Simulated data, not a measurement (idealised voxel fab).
Herein follows the process module entitled voxel transistor to metal.
The figure presents cross-section cut, which has a width of 150 nm and is divided into square cells with an edge length of 5 nm.
A cross-section is written here as square cells arranged in a grid, and it is given in bands from the top down, each band taking up one or more rows of cells. Per band: top height and bottom height in nm, followed by the left-to-right materials and their widths in nm; "full width" marks a single material spanning edge to edge, "air" marks empty space. Where do heights start? At 0: under that level the wafer as delivered is made of one material only. And the lowest band has no floor; it just carries on downward, as in "top 0, no bottom". The notation "30->40" denotes a width that varies across the rows of cells in the band, beginning at the first number in the top row, finishing at the second number in the bottom row, and changing by an identical amount from each row to the next. The designation "remains unaltered", where it is given for a processing step, indicates that no cell of the cross-section was altered in the course of that step. The entry titled "Sealed void inventory" provides the empty spaces that have no open way to the top, restricted to those of 8 cells or more. Each is presented as width x height at distance, the distance being measured from the left edge, with all three in nm. Anything after a step's settings on that line? It's the simulator's own note about the step. A step's line can hold "overlay nm"; with a mask on that step, the setting says how far right of the planned place the mask lay, while a negative setting says it lay to the left. What follows is a series of pairs. Each pair shows a cross-section before one process step and the cross-section after it, and the after view is drawn only down to the lowest band that changed. Beneath each pair is the step that lies between the two, with its settings. Pairs may come from different runs of this module on the same starting wafer, so a pair continues from the one above it only where its entry headed "State before step" says so.

State before step:
top 55, bottom 50: 35 of TiN, then 20 of air, then 35 of TiN, then 20 of air, then 40 of TiN
top 50, bottom 35: 30 of SiO2, then 5 of TiN, then 20 of air, then 5 of TiN, then 25 of SiO2, then 5 of TiN, then 20 of air, then 5 of TiN, then 35 of SiO2
top 35, bottom 20: 30 of SiO2, then 5 of TiN, then 20 of air, then 5 of TiN, then 5 of SiO2, then 15 of SiCN, then 5 of SiO2, then 5 of TiN, then 20 of air, then 5 of TiN, then 35 of SiO2
top 20, bottom 0: 30 of SiO2, then 5 of TiN, then 20 of air, then 5 of TiN, then 5 of SiO2, then 15 of polySi, then 5 of SiO2, then 5 of TiN, then 20 of air, then 5 of TiN, then 35 of SiO2
top 0, bottom -5: 30 of SiO2, then 30 of TiN, then 5 of SiO2, then 15 of polySi, then 5 of SiO2, then 30 of TiN, then 35 of SiO2
top -5, bottom -10: 25 of SiO2, then 35 of SiGe, then 25 of SiO2, then 35 of SiGe, then 30 of SiO2
top -10, bottom -45: 30 of SiO2, then 85 of Si, then 35 of SiO2
top -45, no bottom: Si full width
Sealed void inventory: none

Sectional Result:
top 60, bottom 55: W full width
top 55, bottom 50: 35 of TiN, then 20 of W, then 35 of TiN, then 20 of W, then 40 of TiN
top 50, bottom 35: 30 of SiO2, then 5 of TiN, then 20 of W, then 5 of TiN, then 25 of SiO2, then 5 of TiN, then 20 of W, then 5 of TiN, then 35 of SiO2
top 35, bottom 20: 30 of SiO2, then 5 of TiN, then 20 of W, then 5 of TiN, then 5 of SiO2, then 15 of SiCN, then 5 of SiO2, then 5 of TiN, then 20 of W, then 5 of TiN, then 35 of SiO2
top 20, bottom 0: 30 of SiO2, then 5 of TiN, then 20 of W, then 5 of TiN, then 5 of SiO2, then 15 of polySi, then 5 of SiO2, then 5 of TiN, then 20 of W, then 5 of TiN, then 35 of SiO2
Anything lower than 0 is untouched.
Sealed void inventory: none
Step applied between the pre-step and post-step cross-sections shown above: FILL_DEP, material W, thk nm 5

State before step: cross-section not repeated; it is the one shown after the step in the pair just above.

Sectional Result:
top 50, bottom 35: 30 of SiO2, then 5 of TiN, then 20 of W, then 5 of TiN, then 25 of SiO2, then 5 of TiN, then 20 of W, then 5 of TiN, then 35 of SiO2
Anything lower than 35 is untouched.
Sealed void inventory: none
Step applied between the pre-step and post-step cross-sections shown above: CMP, height nm 50

State before step: cross-section not repeated; it is the one shown after the step in the pair just above.

Sectional Result:
top 55, bottom 50: SiN full width
Anything lower than 50 is untouched.
Sealed void inventory: none
Step applied between the pre-step and post-step cross-sections shown above: CONFORMAL_DEP, material SiN, thk nm 5

State before step: cross-section not repeated; it is the one shown after the step in the pair just above.

Sectional Result:
top 70, bottom 55: lowk full width
Anything lower than 55 is untouched.
Sealed void inventory: none
Step applied between the pre-step and post-step cross-sections shown above: DIRECTIONAL_DEP, material lowk, thk nm 15

State before step: cross-section not repeated; it is the one shown after the step in the pair just above.

Sectional Result:
top 70, bottom 55: 30 of lowk, then 15 of air, then 55 of lowk, then 15 of air, then 35 of lowk
Anything lower than 55 is untouched.
Sealed void inventory: none
Step applied between the pre-step and post-step cross-sections shown above: MASKED_ETCH, tone open, mask id METAL_1, width nm 15, pitch nm 70, etch materials lowk, depth nm 15, overlay nm 0

State before step: cross-section not repeated; it is the one shown after the step in the pair just above.

Sectional Result:
top 70, bottom 55: 30 of lowk, then 15 of air, then 55 of lowk, then 15 of air, then 35 of lowk
top 55, bottom 50: 30 of SiN, then 15 of air, then 55 of SiN, then 15 of air, then 35 of SiN
Anything lower than 50 is untouched.
Sealed void inventory: none
Step applied between the pre-step and post-step cross-sections shown above: MASKED_ETCH, tone open, mask id METAL_1, width nm 15, pitch nm 70, etch materials SiN, depth nm 5, overlay nm 0

State before step: cross-section not repeated; it is the one shown after the step in the pair just above.

Sectional Result:
top 75, bottom 70: 35 of TiN, then 5 of air, then 65 of TiN, then 5 of air, then 40 of TiN
top 70, bottom 55: 30 of lowk, then 5 of TiN, then 5 of air, then 5 of TiN, then 55 of lowk, then 5 of TiN, then 5 of air, then 5 of TiN, then 35 of lowk
top 55, bottom 50: 30 of SiN, then 15 of TiN, then 55 of SiN, then 15 of TiN, then 35 of SiN
Anything lower than 50 is untouched.
Sealed void inventory: none
Step applied between the pre-step and post-step cross-sections shown above: CONFORMAL_DEP, material TiN, thk nm 5

State before step: cross-section not repeated; it is the one shown after the step in the pair just above.

Sectional Result:
top 80, bottom 75: Cu full width
top 75, bottom 70: 35 of TiN, then 5 of Cu, then 65 of TiN, then 5 of Cu, then 40 of TiN
top 70, bottom 55: 30 of lowk, then 5 of TiN, then 5 of Cu, then 5 of TiN, then 55 of lowk, then 5 of TiN, then 5 of Cu, then 5 of TiN, then 35 of lowk
Anything lower than 55 is untouched.
Sealed void inventory: none
Step applied between the pre-step and post-step cross-sections shown above: FILL_DEP, material Cu, thk nm 5

State before step: cross-section not repeated; it is the one shown after the step in the pair just above.

Sectional Result:
top 70, bottom 55: 30 of lowk, then 5 of TiN, then 5 of Cu, then 5 of TiN, then 55 of lowk, then 5 of TiN, then 5 of Cu, then 5 of TiN, then 35 of lowk
Anything lower than 55 is untouched.
Sealed void inventory: none
Step applied between the pre-step and post-step cross-sections shown above: CMP, height nm 70

State before step: cross-section not repeated; it is the one shown after the step in the pair just above.

Sectional Result:
top 75, bottom 70: SiCN full width
Anything lower than 70 is untouched.
Sealed void inventory: none
Step applied between the pre-step and post-step cross-sections shown above: CONFORMAL_DEP, material SiCN, thk nm 5

State before step:
top 45, bottom 35: 20 of SiCN, then 105 of air, then 25 of SiCN
top 35, bottom 30: SiCN full width
top 30, bottom 20: 20 of polySi, then 105 of SiCN, then 25 of polySi
top 20, bottom 5: polySi full width
top 5, bottom -5: 20 of SiO2, then 105 of polySi, then 25 of SiO2
top -5, bottom -10: SiO2 full width
top -10, bottom -45: 30 of SiO2, then 85 of Si, then 35 of SiO2
top -45, no bottom: Si full width
Sealed void inventory: none

Sectional Result:
top 60, bottom 50: 20 of SiCN, then 105 of air, then 25 of SiCN
top 50, bottom 30: SiCN full width
Anything lower than 30 is untouched.
Sealed void inventory: none
Step applied between the pre-step and post-step cross-sections shown above: DIRECTIONAL_DEP, material SiCN, thk nm 15

State before step: cross-section not repeated; it is the one shown after the step in the pair just above.

Sectional Result:
top 70, bottom 60: 20 of aC, then 105 of air, then 25 of aC
top 60, bottom 50: 20 of SiCN, then 105 of aC, then 25 of SiCN
Anything lower than 50 is untouched.
Sealed void inventory: none
Step applied between the pre-step and post-step cross-sections shown above: DIRECTIONAL_DEP, material aC, thk nm 10

State before step: cross-section not repeated; it is the one shown after the step in the pair just above.

Sectional Result:
top 100, bottom 70: 65 of air, then 15 of resist, then 70 of air
top 70, bottom 60: 20 of aC, then 45 of air, then 15 of resist, then 45 of air, then 25 of aC
Anything lower than 60 is untouched.
Sealed void inventory: none
Step applied between the pre-step and post-step cross-sections shown above: PATTERN, tone cover, mask id GATE, material resist, width nm 15, thk nm 30, overlay nm 0

State before step: cross-section not repeated; it is the one shown after the step in the pair just above.

Sectional Result:
top 90, bottom 60: 65 of air, then 15 of resist, then 70 of air
top 60, bottom 50: 20 of SiCN, then 45 of air, then 15 of aC, then 45 of air, then 25 of SiCN
Anything lower than 50 is untouched.
Sealed void inventory: none
Step applied between the pre-step and post-step cross-sections shown above: DIRECTIONAL_ETCH, etch materials aC, depth nm 10

State before step: cross-section not repeated; it is the one shown after the step in the pair just above.

Sectional Result:
top 60, bottom 50: 20 of SiCN, then 45 of air, then 15 of aC, then 45 of air, then 25 of SiCN
Anything lower than 50 is untouched.
Sealed void inventory: none
Step applied between the pre-step and post-step cross-sections shown above: STRIP, etch materials resist

State before step: cross-section not repeated; it is the one shown after the step in the pair just above.

Sectional Result:
top 60, bottom 50: 65 of air, then 15 of aC, then 70 of air
top 50, bottom 35: 65 of air, then 15 of SiCN, then 70 of air
top 35, bottom 30: 20 of SiCN, then 45 of air, then 15 of SiCN, then 45 of air, then 25 of SiCN
top 30, bottom 25: 20 of polySi, then 45 of air, then 15 of SiCN, then 45 of air, then 25 of polySi
Anything lower than 25 is untouched.
Sealed void inventory: none
Step applied between the pre-step and post-step cross-sections shown above: DIRECTIONAL_ETCH, etch materials SiCN, depth nm 25

State before step: cross-section not repeated; it is the one shown after the step in the pair just above.

Sectional Result:
top 50, bottom 35: 65 of air, then 15 of SiCN, then 70 of air
Anything lower than 35 is untouched.
Sealed void inventory: none
Step applied between the pre-step and post-step cross-sections shown above: STRIP, etch materials aC

State before step: cross-section not repeated; it is the one shown after the step in the pair just above.

Sectional Result:
top 55, bottom 50: 60 of air, then 25 of SiO2, then 65 of air
top 50, bottom 40: 60 of air, then 5 of SiO2, then 15 of SiCN, then 5 of SiO2, then 65 of air
top 40, bottom 35: 25 of SiO2, then 35 of air, then 5 of SiO2, then 15 of SiCN, then 5 of SiO2, then 35 of air, then 30 of SiO2
top 35, bottom 30: 20 of SiCN, then 5 of SiO2, then 35 of air, then 5 of SiO2, then 15 of SiCN, then 5 of SiO2, then 35 of air, then 5 of SiO2, then 25 of SiCN
top 30, bottom 25: 20 of polySi, then 45 of SiO2, then 15 of SiCN, then 45 of SiO2, then 25 of polySi
Anything lower than 25 is untouched.
Sealed void inventory: none
Step applied between the pre-step and post-step cross-sections shown above: CONFORMAL_DEP, material SiO2, thk nm 5

State before step: cross-section not repeated; it is the one shown after the step in the pair just above.

Sectional Result:
top 50, bottom 35: 60 of air, then 5 of SiO2, then 15 of SiCN, then 5 of SiO2, then 65 of air
top 35, bottom 30: 20 of SiCN, then 5 of SiO2, then 35 of air, then 5 of SiO2, then 15 of SiCN, then 5 of SiO2, then 35 of air, then 5 of SiO2, then 25 of SiCN
top 30, bottom 25: 20 of polySi, then 5 of SiO2, then 35 of air, then 5 of SiO2, then 15 of SiCN, then 5 of SiO2, then 35 of air, then 5 of SiO2, then 25 of polySi
Anything lower than 25 is untouched.
Sealed void inventory: none
Step applied between the pre-step and post-step cross-sections shown above: DIRECTIONAL_ETCH, etch materials SiO2, depth nm 5

State before step: cross-section not repeated; it is the one shown after the step in the pair just above.

Sectional Result:
top 60, bottom 50: 50 of air, then 45 of SiN, then 55 of air
top 50, bottom 45: 50 of air, then 10 of SiN, then 5 of SiO2, then 15 of SiCN, then 5 of SiO2, then 10 of SiN, then 55 of air
top 45, bottom 35: 35 of SiN, then 15 of air, then 10 of SiN, then 5 of SiO2, then 15 of SiCN, then 5 of SiO2, then 10 of SiN, then 15 of air, then 40 of SiN
top 35, bottom 30: 20 of SiCN, then 5 of SiO2, then 35 of SiN, then 5 of SiO2, then 15 of SiCN, then 5 of SiO2, then 35 of SiN, then 5 of SiO2, then 25 of SiCN
top 30, bottom 25: 20 of polySi, then 5 of SiO2, then 35 of SiN, then 5 of SiO2, then 15 of SiCN, then 5 of SiO2, then 35 of SiN, then 5 of SiO2, then 25 of polySi
Anything lower than 25 is untouched.
Sealed void inventory: none
Step applied between the pre-step and post-step cross-sections shown above: CONFORMAL_DEP, material SiN, thk nm 10

State before step: cross-section not repeated; it is the one shown after the step in the pair just above.

Sectional Result:
top 50, bottom 35: 50 of air, then 10 of SiN, then 5 of SiO2, then 15 of SiCN, then 5 of SiO2, then 10 of SiN, then 55 of air
top 35, bottom 30: 20 of SiCN, then 5 of SiO2, then 10 of SiN, then 15 of air, then 10 of SiN, then 5 of SiO2, then 15 of SiCN, then 5 of SiO2, then 10 of SiN, then 15 of air, then 10 of SiN, then 5 of SiO2, then 25 of SiCN
top 30, bottom 25: 20 of polySi, then 5 of SiO2, then 10 of SiN, then 15 of air, then 10 of SiN, then 5 of SiO2, then 15 of SiCN, then 5 of SiO2, then 10 of SiN, then 15 of air, then 10 of SiN, then 5 of SiO2, then 25 of polySi
Anything lower than 25 is untouched.
Sealed void inventory: none
Step applied between the pre-step and post-step cross-sections shown above: DIRECTIONAL_ETCH, etch materials SiN, depth nm 10

State before step: cross-section not repeated; it is the one shown after the step in the pair just above.

Sectional Result:
top 50, bottom 45: 50 of air, then 10 of SiN, then 5 of air, then 15 of SiCN, then 5 of air, then 10 of SiN, then 55 of air
top 45, bottom 35: 50 of air, then 10 of SiN, then 5 of SiO2, then 15 of SiCN, then 5 of SiO2, then 10 of SiN, then 55 of air
top 35, bottom 30: 20 of SiCN, then 5 of air, then 10 of SiN, then 15 of air, then 10 of SiN, then 5 of SiO2, then 15 of SiCN, then 5 of SiO2, then 10 of SiN, then 15 of air, then 10 of SiN, then 5 of air, then 25 of SiCN
Anything lower than 30 is untouched.
Sealed void inventory: none
Step applied between the pre-step and post-step cross-sections shown above: DIRECTIONAL_ETCH, etch materials SiO2, depth nm 5

State before step: cross-section not repeated; it is the one shown after the step in the pair just above.

Sectional Result:
top 60, bottom 50: SiO2 full width
top 50, bottom 35: 50 of SiO2, then 10 of SiN, then 5 of SiO2, then 15 of SiCN, then 5 of SiO2, then 10 of SiN, then 55 of SiO2
top 35, bottom 30: 20 of SiCN, then 5 of SiO2, then 10 of SiN, then 15 of SiO2, then 10 of SiN, then 5 of SiO2, then 15 of SiCN, then 5 of SiO2, then 10 of SiN, then 15 of SiO2, then 10 of SiN, then 5 of SiO2, then 25 of SiCN
top 30, bottom 25: 20 of polySi, then 5 of SiO2, then 10 of SiN, then 15 of SiO2, then 10 of SiN, then 5 of SiO2, then 15 of SiCN, then 5 of SiO2, then 10 of SiN, then 15 of SiO2, then 10 of SiN, then 5 of SiO2, then 25 of polySi
Anything lower than 25 is untouched.
Sealed void inventory: none
Step applied between the pre-step and post-step cross-sections shown above: FILL_DEP, material SiO2, thk nm 10

State before step: cross-section not repeated; it is the one shown after the step in the pair just above.

Sectional Result:
top 35, bottom 30: 20 of SiCN, then 5 of SiO2, then 10 of SiN, then 15 of SiO2, then 10 of SiN, then 5 of SiO2, then 15 of SiCN, then 5 of SiO2, then 10 of SiN, then 15 of SiO2, then 10 of SiN, then 5 of SiO2, then 25 of SiCN
Anything lower than 30 is untouched.
Sealed void inventory: none
Step applied between the pre-step and post-step cross-sections shown above: CMP, height nm 35

State before step: cross-section not repeated; it is the one shown after the step in the pair just above.

Sectional Result:
top 50, bottom 35: SiO2 full width
Anything lower than 35 is untouched.
Sealed void inventory: none
Step applied between the pre-step and post-step cross-sections shown above: DIRECTIONAL_DEP, material SiO2, thk nm 15

State before step: cross-section not repeated; it is the one shown after the step in the pair just above.

Sectional Result:
top 50, bottom 35: 30 of SiO2, then 30 of air, then 25 of SiO2, then 30 of air, then 35 of SiO2
top 35, bottom 30: 20 of SiCN, then 5 of SiO2, then 10 of SiN, then 15 of air, then 10 of SiN, then 5 of SiO2, then 15 of SiCN, then 5 of SiO2, then 10 of SiN, then 15 of air, then 10 of SiN, then 5 of SiO2, then 25 of SiCN
top 30, bottom 25: 20 of polySi, then 5 of SiO2, then 10 of SiN, then 15 of air, then 10 of SiN, then 5 of SiO2, then 15 of SiCN, then 5 of SiO2, then 10 of SiN, then 15 of air, then 10 of SiN, then 5 of SiO2, then 25 of polySi
Anything lower than 25 is untouched.
Sealed void inventory: none
Step applied between the pre-step and post-step cross-sections shown above: MASKED_ETCH, tone open, mask id CONTACT, width nm 30, pitch nm 55, etch materials SiO2, depth nm 55, overlay nm 0

State before step: cross-section not repeated; it is the one shown after the step in the pair just above.

Sectional Result:
top 55, bottom 50: 35 of TiN, then 20 of air, then 35 of TiN, then 20 of air, then 40 of TiN
top 50, bottom 40: 30 of SiO2, then 5 of TiN, then 20 of air, then 5 of TiN, then 25 of SiO2, then 5 of TiN, then 20 of air, then 5 of TiN, then 35 of SiO2
top 40, bottom 35: 30 of SiO2, then 10 of TiN, then 5 of air, then 15 of TiN, then 25 of SiO2, then 15 of TiN, then 5 of air, then 10 of TiN, then 35 of SiO2
top 35, bottom 30: 20 of SiCN, then 5 of SiO2, then 10 of SiN, then 5 of TiN, then 5 of air, then 5 of TiN, then 10 of SiN, then 5 of SiO2, then 15 of SiCN, then 5 of SiO2, then 10 of SiN, then 5 of TiN, then 5 of air, then 5 of TiN, then 10 of SiN, then 5 of SiO2, then 25 of SiCN
top 30, bottom 25: 20 of polySi, then 5 of SiO2, then 10 of SiN, then 15 of TiN, then 10 of SiN, then 5 of SiO2, then 15 of SiCN, then 5 of SiO2, then 10 of SiN, then 15 of TiN, then 10 of SiN, then 5 of SiO2, then 25 of polySi
Anything lower than 25 is untouched.
Sealed void inventory: none
Step applied between the pre-step and post-step cross-sections shown above: CONFORMAL_DEP, material TiN, thk nm 5

State before step: cross-section not repeated; it is the one shown after the step in the pair just above.

Sectional Result:
top 60, bottom 55: W full width
top 55, bottom 50: 35 of TiN, then 20 of W, then 35 of TiN, then 20 of W, then 40 of TiN
top 50, bottom 40: 30 of SiO2, then 5 of TiN, then 20 of W, then 5 of TiN, then 25 of SiO2, then 5 of TiN, then 20 of W, then 5 of TiN, then 35 of SiO2
top 40, bottom 35: 30 of SiO2, then 10 of TiN, then 5 of W, then 15 of TiN, then 25 of SiO2, then 15 of TiN, then 5 of W, then 10 of TiN, then 35 of SiO2
top 35, bottom 30: 20 of SiCN, then 5 of SiO2, then 10 of SiN, then 5 of TiN, then 5 of W, then 5 of TiN, then 10 of SiN, then 5 of SiO2, then 15 of SiCN, then 5 of SiO2, then 10 of SiN, then 5 of TiN, then 5 of W, then 5 of TiN, then 10 of SiN, then 5 of SiO2, then 25 of SiCN
Anything lower than 30 is untouched.
Sealed void inventory: none
Step applied between the pre-step and post-step cross-sections shown above: FILL_DEP, material W, thk nm 5

State before step: cross-section not repeated; it is the one shown after the step in the pair just above.

Sectional Result:
top 50, bottom 40: 30 of SiO2, then 5 of TiN, then 20 of W, then 5 of TiN, then 25 of SiO2, then 5 of TiN, then 20 of W, then 5 of TiN, then 35 of SiO2
Anything lower than 40 is untouched.
Sealed void inventory: none
Step applied between the pre-step and post-step cross-sections shown above: CMP, height nm 50

State before step: cross-section not repeated; it is the one shown after the step in the pair just above.

Sectional Result:
top 55, bottom 50: SiN full width
Anything lower than 50 is untouched.
Sealed void inventory: none
Step applied between the pre-step and post-step cross-sections shown above: CONFORMAL_DEP, material SiN, thk nm 5

State before step: cross-section not repeated; it is the one shown after the step in the pair just above.

Sectional Result:
top 70, bottom 55: lowk full width
Anything lower than 55 is untouched.
Sealed void inventory: none
Step applied between the pre-step and post-step cross-sections shown above: DIRECTIONAL_DEP, material lowk, thk nm 15

State before step: cross-section not repeated; it is the one shown after the step in the pair just above.

Sectional Result:
top 70, bottom 55: 30 of lowk, then 15 of air, then 55 of lowk, then 15 of air, then 35 of lowk
Anything lower than 55 is untouched.
Sealed void inventory: none
Step applied between the pre-step and post-step cross-sections shown above: MASKED_ETCH, tone open, mask id METAL_1, width nm 15, pitch nm 70, etch materials lowk, depth nm 15, overlay nm 0

State before step: cross-section not repeated; it is the one shown after the step in the pair just above.

Sectional Result:
top 70, bottom 55: 30 of lowk, then 15 of air, then 55 of lowk, then 15 of air, then 35 of lowk
top 55, bottom 50: 30 of SiN, then 15 of air, then 55 of SiN, then 15 of air, then 35 of SiN
Anything lower than 50 is untouched.
Sealed void inventory: none
Step applied between the pre-step and post-step cross-sections shown above: MASKED_ETCH, tone open, mask id METAL_1, width nm 15, pitch nm 70, etch materials SiN, depth nm 5, overlay nm 0

State before step: cross-section not repeated; it is the one shown after the step in the pair just above.

Sectional Result:
top 75, bottom 70: 35 of TiN, then 5 of air, then 65 of TiN, then 5 of air, then 40 of TiN
top 70, bottom 55: 30 of lowk, then 5 of TiN, then 5 of air, then 5 of TiN, then 55 of lowk, then 5 of TiN, then 5 of air, then 5 of TiN, then 35 of lowk
top 55, bottom 50: 30 of SiN, then 15 of TiN, then 55 of SiN, then 15 of TiN, then 35 of SiN
Anything lower than 50 is untouched.
Sealed void inventory: none
Step applied between the pre-step and post-step cross-sections shown above: CONFORMAL_DEP, material TiN, thk nm 5

State before step: cross-section not repeated; it is the one shown after the step in the pair just above.

Sectional Result:
top 80, bottom 75: Cu full width
top 75, bottom 70: 35 of TiN, then 5 of Cu, then 65 of TiN, then 5 of Cu, then 40 of TiN
top 70, bottom 55: 30 of lowk, then 5 of TiN, then 5 of Cu, then 5 of TiN, then 55 of lowk, then 5 of TiN, then 5 of Cu, then 5 of TiN, then 35 of lowk
Anything lower than 55 is untouched.
Sealed void inventory: none
Step applied between the pre-step and post-step cross-sections shown above: FILL_DEP, material Cu, thk nm 5

State before step: cross-section not repeated; it is the one shown after the step in the pair just above.

Sectional Result:
top 70, bottom 55: 30 of lowk, then 5 of TiN, then 5 of Cu, then 5 of TiN, then 55 of lowk, then 5 of TiN, then 5 of Cu, then 5 of TiN, then 35 of lowk
Anything lower than 55 is untouched.
Sealed void inventory: none
Step applied between the pre-step and post-step cross-sections shown above: CMP, height nm 70

State before step: cross-section not repeated; it is the one shown after the step in the pair just above.

Sectional Result:
top 75, bottom 70: SiCN full width
Anything lower than 70 is untouched.
Sealed void inventory: none
Step applied between the pre-step and post-step cross-sections shown above: CONFORMAL_DEP, material SiCN, thk nm 5

State before step:
top 15, bottom 0: 25 of SiO2, then 95 of SiN, then 30 of SiO2
top 0, bottom -5: SiO2 full width
top -5, bottom -45: 30 of SiO2, then 85 of Si, then 35 of SiO2
top -45, no bottom: Si full width
Sealed void inventory: none

Sectional Result:
top 15, bottom 0: 25 of SiO2, then 95 of air, then 30 of SiO2
Anything lower than 0 is untouched.
Sealed void inventory: none
Step applied between the pre-step and post-step cross-sections shown above: STRIP, etch materials SiN

State before step: cross-section not repeated; it is the one shown after the step in the pair just above.

Sectional Result:
top 10, bottom -5: 20 of SiO2, then 105 of air, then 25 of SiO2
Anything lower than -5 is untouched.
Sealed void inventory: none
Step applied between the pre-step and post-step cross-sections shown above: SELECTIVE_ETCH, etch materials SiO2, depth nm 5

State before step: cross-section not repeated; it is the one shown after the step in the pair just above.

Sectional Result:
top 5, bottom -5: 15 of SiO2, then 115 of air, then 20 of SiO2
top -5, bottom -10: 15 of SiO2, then 15 of air, then 85 of Si, then 15 of air, then 20 of SiO2
Anything lower than -10 is untouched.
Sealed void inventory: none
Step applied between the pre-step and post-step cross-sections shown above: SELECTIVE_ETCH, etch materials SiO2, depth nm 5

State before step: cross-section not repeated; it is the one shown after the step in the pair just above.

Sectional Result:
top 5, bottom -5: 15 of SiO2, then 115 of air, then 20 of SiO2
top -5, bottom -10: 15 of SiO2, then 15 of air, then 85 of SiO2, then 15 of air, then 20 of SiO2
top -10, bottom -15: 35 of SiO2, then 75 of Si, then 40 of SiO2
Anything lower than -15 is untouched.
Sealed void inventory: none
Step applied between the pre-step and post-step cross-sections shown above: OXIDIZE, depth nm 5

State before step: cross-section not repeated; it is the one shown after the step in the pair just above.

Sectional Result:
top 30, bottom 20: 15 of polySi, then 115 of air, then 20 of polySi
top 20, bottom 15: 15 of polySi, then 15 of air, then 85 of polySi, then 15 of air, then 20 of polySi
top 15, bottom 5: polySi full width
top 5, bottom -5: 15 of SiO2, then 115 of polySi, then 20 of SiO2
top -5, bottom -10: 15 of SiO2, then 15 of polySi, then 85 of SiO2, then 15 of polySi, then 20 of SiO2
Anything lower than -10 is untouched.
Sealed void inventory: none
Step applied between the pre-step and post-step cross-sections shown above: DIRECTIONAL_DEP, material polySi, thk nm 25

State before step: cross-section not repeated; it is the one shown after the step in the pair just above.

Sectional Result:
top 45, bottom 35: 15 of SiCN, then 115 of air, then 20 of SiCN
top 35, bottom 30: 15 of SiCN, then 15 of air, then 85 of SiCN, then 15 of air, then 20 of SiCN
top 30, bottom 20: 15 of polySi, then 115 of SiCN, then 20 of polySi
top 20, bottom 15: 15 of polySi, then 15 of SiCN, then 85 of polySi, then 15 of SiCN, then 20 of polySi
Anything lower than 15 is untouched.
Sealed void inventory: none
Step applied between the pre-step and post-step cross-sections shown above: DIRECTIONAL_DEP, material SiCN, thk nm 15

State before step: cross-section not repeated; it is the one shown after the step in the pair just above.

Sectional Result:
top 55, bottom 45: 15 of aC, then 115 of air, then 20 of aC
top 45, bottom 40: 15 of SiCN, then 15 of air, then 85 of aC, then 15 of air, then 20 of SiCN
top 40, bottom 35: 15 of SiCN, then 115 of aC, then 20 of SiCN
top 35, bottom 30: 15 of SiCN, then 15 of aC, then 85 of SiCN, then 15 of aC, then 20 of SiCN
Anything lower than 30 is untouched.
Sealed void inventory: none
Step applied between the pre-step and post-step cross-sections shown above: DIRECTIONAL_DEP, material aC, thk nm 10

State before step: cross-section not repeated; it is the one shown after the step in the pair just above.

Sectional Result:
top 85, bottom 55: 65 of air, then 15 of resist, then 70 of air
top 55, bottom 45: 15 of aC, then 50 of air, then 15 of resist, then 50 of air, then 20 of aC
Anything lower than 45 is untouched.
Sealed void inventory: none
Step applied between the pre-step and post-step cross-sections shown above: PATTERN, tone cover, mask id GATE, material resist, width nm 15, thk nm 30, overlay nm 0

State before step: cross-section not repeated; it is the one shown after the step in the pair just above.

Sectional Result:
top 75, bottom 45: 65 of air, then 15 of resist, then 70 of air
top 45, bottom 35: 15 of SiCN, then 50 of air, then 15 of aC, then 50 of air, then 20 of SiCN
top 35, bottom 30: 15 of SiCN, then 15 of air, then 85 of SiCN, then 15 of air, then 20 of SiCN
Anything lower than 30 is untouched.
Sealed void inventory: none
Step applied between the pre-step and post-step cross-sections shown above: DIRECTIONAL_ETCH, etch materials aC, depth nm 10

State before step: cross-section not repeated; it is the one shown after the step in the pair just above.

Sectional Result:
top 45, bottom 35: 15 of SiCN, then 50 of air, then 15 of aC, then 50 of air, then 20 of SiCN
Anything lower than 35 is untouched.
Sealed void inventory: none
Step applied between the pre-step and post-step cross-sections shown above: STRIP, etch materials resist

State before step: cross-section not repeated; it is the one shown after the step in the pair just above.

Sectional Result:
top 45, bottom 35: 65 of air, then 15 of aC, then 70 of air
top 35, bottom 30: 65 of air, then 15 of SiCN, then 70 of air
top 30, bottom 20: 15 of polySi, then 50 of air, then 15 of SiCN, then 50 of air, then 20 of polySi
top 20, bottom 15: 15 of polySi, then 15 of air, then 85 of polySi, then 15 of air, then 20 of polySi
Anything lower than 15 is untouched.
Sealed void inventory: none
Step applied between the pre-step and post-step cross-sections shown above: DIRECTIONAL_ETCH, etch materials SiCN, depth nm 25

State before step: cross-section not repeated; it is the one shown after the step in the pair just above.

Sectional Result:
top 45, bottom 35: 65 of air, then 15 of aC, then 70 of air
top 35, bottom 20: 65 of air, then 15 of SiCN, then 70 of air
top 20, bottom 5: 65 of air, then 15 of polySi, then 70 of air
top 5, bottom -5: 15 of SiO2, then 50 of air, then 15 of polySi, then 50 of air, then 20 of SiO2
top -5, bottom -10: 15 of SiO2, then 15 of air, then 85 of SiO2, then 15 of air, then 20 of SiO2
Anything lower than -10 is untouched.
Sealed void inventory: none
Step applied between the pre-step and post-step cross-sections shown above: DIRECTIONAL_ETCH, etch materials polySi, depth nm 35

State before step: cross-section not repeated; it is the one shown after the step in the pair just above.

Sectional Result:
top 35, bottom 20: 65 of air, then 15 of SiCN, then 70 of air
Anything lower than 20 is untouched.
Sealed void inventory: none
Step applied between the pre-step and post-step cross-sections shown above: STRIP, etch materials aC

State before step: cross-section not repeated; it is the one shown after the step in the pair just above.

Sectional Result:
top 40, bottom 35: 60 of air, then 25 of SiO2, then 65 of air
top 35, bottom 20: 60 of air, then 5 of SiO2, then 15 of SiCN, then 5 of SiO2, then 65 of air
top 20, bottom 10: 60 of air, then 5 of SiO2, then 15 of polySi, then 5 of SiO2, then 65 of air
top 10, bottom 0: 20 of SiO2, then 40 of air, then 5 of SiO2, then 15 of polySi, then 5 of SiO2, then 40 of air, then 25 of SiO2
top 0, bottom -5: 20 of SiO2, then 5 of air, then 40 of SiO2, then 15 of polySi, then 40 of SiO2, then 5 of air, then 25 of SiO2
top -5, bottom -10: SiO2 full width
Anything lower than -10 is untouched.
Sealed void inventory: none
Step applied between the pre-step and post-step cross-sections shown above: CONFORMAL_DEP, material SiO2, thk nm 5

State before step: cross-section not repeated; it is the one shown after the step in the pair just above.

Sectional Result:
top 35, bottom 20: 60 of air, then 5 of SiO2, then 15 of SiCN, then 5 of SiO2, then 65 of air
top 20, bottom 5: 60 of air, then 5 of SiO2, then 15 of polySi, then 5 of SiO2, then 65 of air
top 5, bottom -5: 20 of SiO2, then 40 of air, then 5 of SiO2, then 15 of polySi, then 5 of SiO2, then 40 of air, then 25 of SiO2
top -5, bottom -10: 20 of SiO2, then 5 of air, then 95 of SiO2, then 5 of air, then 25 of SiO2
Anything lower than -10 is untouched.
Sealed void inventory: none
Step applied between the pre-step and post-step cross-sections shown above: DIRECTIONAL_ETCH, etch materials SiO2, depth nm 5
